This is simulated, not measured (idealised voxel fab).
Process module name: voxel released beams
Shown is cross-section cut, with a width of 230 nm and square cells of size 5 nm.
We lay out every cross-section as a grid of square cells and spell it out in bands from the top down, where one band means one or more rows of cells. Basically the band line says how high the top is and how high the bottom is, in nm, and then what's in it from left to right, every material with its width in nm. Empty space shows up as "air", and if a single material carries "all across" it runs the full band edge to edge. Heads up on the height convention: 0 is the point under which the incoming wafer is all one material, and the lowest band has no bottom, it just keeps going down, like "top 0, no bottom". The expression "30 to 40" gives the width at the extremes of the band, the first number at its top row of cells and the second at its bottom row, with the width changing by equal amounts from each row to the next in between. "remained unchanged" after a step means that no cell of the cross-section changed. In the "Sealed void listing" entry, you get each enclosed empty space of 8 cells or more, one with no open way to the top, written width x height at distance, distance from the left edge, in nm. Step line, after settings: the simulator's comment on this step. The "overlay nm" setting may appear on a step's line; for a step that uses a mask, it gives how far to the right of its planned position the mask lay, and a negative value indicates the left.
The steps planned for the process are as follows:
- 1: RECEIVE,material Si
- 2: CONFORMAL_DEP,material SiN,thk nm 5
- 3: DIRECTIONAL_DEP,material SiO2,thk nm 10
- 4: PATTERN,tone open,mask id ANCHOR,material resist,width nm 25,thk nm 20,overlay nm 0
- 5: DIRECTIONAL_ETCH,etch materials SiO2,depth nm 10
- 6: STRIP,etch materials resist
- 7: CONFORMAL_DEP,material polySi,thk nm 10
- 8: DIRECTIONAL_DEP,material aC,thk nm 10
- 9: PATTERN,tone cover,mask id BEAM,material resist,width nm 95,thk nm 30,overlay nm 0
- 10: DIRECTIONAL_ETCH,etch materials aC,depth nm 10
- 11: STRIP,etch materials resist
- 12: DIRECTIONAL_ETCH,etch materials polySi,depth nm 10
- 13: STRIP,etch materials aC
- 14: STRIP,etch materials SiO2
First of the two wafers, run per plan:
As-received wafer cross-section (after step 1):
- top 0, no bottom: Si all across
- Sealed void listing: none
after step 2:
- top 5, bottom 0: SiN all across
- Everything under 0 stays put, no change at all.
after step 3:
- top 15, bottom 5: SiO2 all across
- Everything under 5 stays put, no change at all.
after step 4:
- top 35, bottom 15: resist: 70, then air: 25, then resist: 135
- Everything under 15 stays put, no change at all.
after step 5:
- top 35, bottom 15: resist: 70, then air: 25, then resist: 135
- top 15, bottom 5: SiO2: 70, then air: 25, then SiO2: 135
- Everything under 5 stays put, no change at all.
after step 6:
- top 15, bottom 5: SiO2: 70, then air: 25, then SiO2: 135
- Everything under 5 stays put, no change at all.
after step 7:
- top 25, bottom 15: polySi: 80, then air: 5, then polySi: 145
- top 15, bottom 5: SiO2: 70, then polySi: 25, then SiO2: 135
- Everything under 5 stays put, no change at all.
after step 8:
- top 35, bottom 25: aC: 80, then air: 5, then aC: 145
- top 25, bottom 15: polySi: 80, then aC: 5, then polySi: 145
- Everything under 15 stays put, no change at all.
after step 9:
- top 65, bottom 35: air: 65, then resist: 95, then air: 70
- top 35, bottom 25: aC: 80, then resist: 5, then aC: 145
- Everything under 25 stays put, no change at all.
after step 10:
- top 55, bottom 35: air: 65, then resist: 95, then air: 70
- top 35, bottom 25: air: 65, then aC: 15, then resist: 5, then aC: 75, then air: 70
- Everything under 25 stays put, no change at all.
after step 11:
- top 35, bottom 25: air: 65, then aC: 15, then air: 5, then aC: 75, then air: 70
- Everything under 25 stays put, no change at all.
after step 12:
- top 35, bottom 25: air: 65, then aC: 15, then air: 5, then aC: 75, then air: 70
- top 25, bottom 15: air: 65, then polySi: 15, then aC: 5, then polySi: 75, then air: 70
- Everything under 15 stays put, no change at all.
after step 13:
- top 25, bottom 15: air: 65, then polySi: 15, then air: 5, then polySi: 75, then air: 70
- Everything under 15 stays put, no change at all.
after step 14:
- top 25, bottom 15: air: 65, then polySi: 15, then air: 5, then polySi: 75, then air: 70
- top 15, bottom 5: air: 70, then polySi: 25, then air: 135
- Everything under 5 stays put, no change at all.
Here the second wafer is described. Its start and its plan were those of the first wafer. Its run contained one mistake. Up to and including step 3, it did exactly what the first wafer did:
Cross-section, second wafer, at the end time the plan gives for step 4:
- top 35, bottom 15: air: 70, then resist: 25, then air: 135
- Everything under 15 stays put, no change at all.
Cross-section, second wafer, at the end time the plan gives for step 5:
- top 35, bottom 15: air: 70, then resist: 25, then air: 135
- top 15, bottom 5: air: 70, then SiO2: 25, then air: 135
- Everything under 5 stays put, no change at all.
Cross-section, second wafer, at the end time the plan gives for step 6:
- top 15, bottom 5: air: 70, then SiO2: 25, then air: 135
- Everything under 5 stays put, no change at all.
Cross-section, second wafer, at the end time the plan gives for step 7:
- top 25, bottom 15: air: 60, then polySi: 45, then air: 125
- top 15, bottom 5: polySi: 70, then SiO2: 25, then polySi: 135
- Everything under 5 stays put, no change at all.
Cross-section, second wafer, at the end time the plan gives for step 8:
- top 35, bottom 25: air: 60, then aC: 45, then air: 125
- top 25, bottom 15: aC: 60, then polySi: 45, then aC: 125
- Everything under 15 stays put, no change at all.
Cross-section, second wafer, at the end time the plan gives for step 9:
- top 65, bottom 35: air: 65, then resist: 95, then air: 70
- top 35, bottom 25: air: 60, then aC: 45, then resist: 55, then air: 70
- Everything under 25 stays put, no change at all.
Cross-section, second wafer, at the end time the plan gives for step 10:
- top 55, bottom 35: air: 65, then resist: 95, then air: 70
- top 35, bottom 25: air: 65, then aC: 40, then resist: 55, then air: 70
- top 25, bottom 15: air: 60, then polySi: 45, then aC: 55, then air: 70
- Everything under 15 stays put, no change at all.
Cross-section, second wafer, at the end time the plan gives for step 11:
- top 35, bottom 25: air: 65, then aC: 40, then air: 125
- Everything under 25 stays put, no change at all.
Cross-section, second wafer, at the end time the plan gives for step 12:
- top 35, bottom 25: air: 65, then aC: 40, then air: 125
- top 25, bottom 15: air: 65, then polySi: 40, then aC: 55, then air: 70
- top 15, bottom 5: air: 60, then polySi: 10, then SiO2: 25, then polySi: 65, then air: 70
- Everything under 5 stays put, no change at all.
Cross-section, second wafer, at the end time the plan gives for step 13:
- top 25, bottom 15: air: 65, then polySi: 40, then air: 125
- Everything under 15 stays put, no change at all.
Cross-section, second wafer, at the end time the plan gives for step 14: remained unchanged
Plan not followed: not per plan at step 4, really ran PATTERN,tone cover,mask id ANCHOR,material resist,width nm 25,thk nm 20,overlay nm 0
Per the end-of-run cell counts, the second wafer holds more or fewer of some materials than the first: SiO2 +10
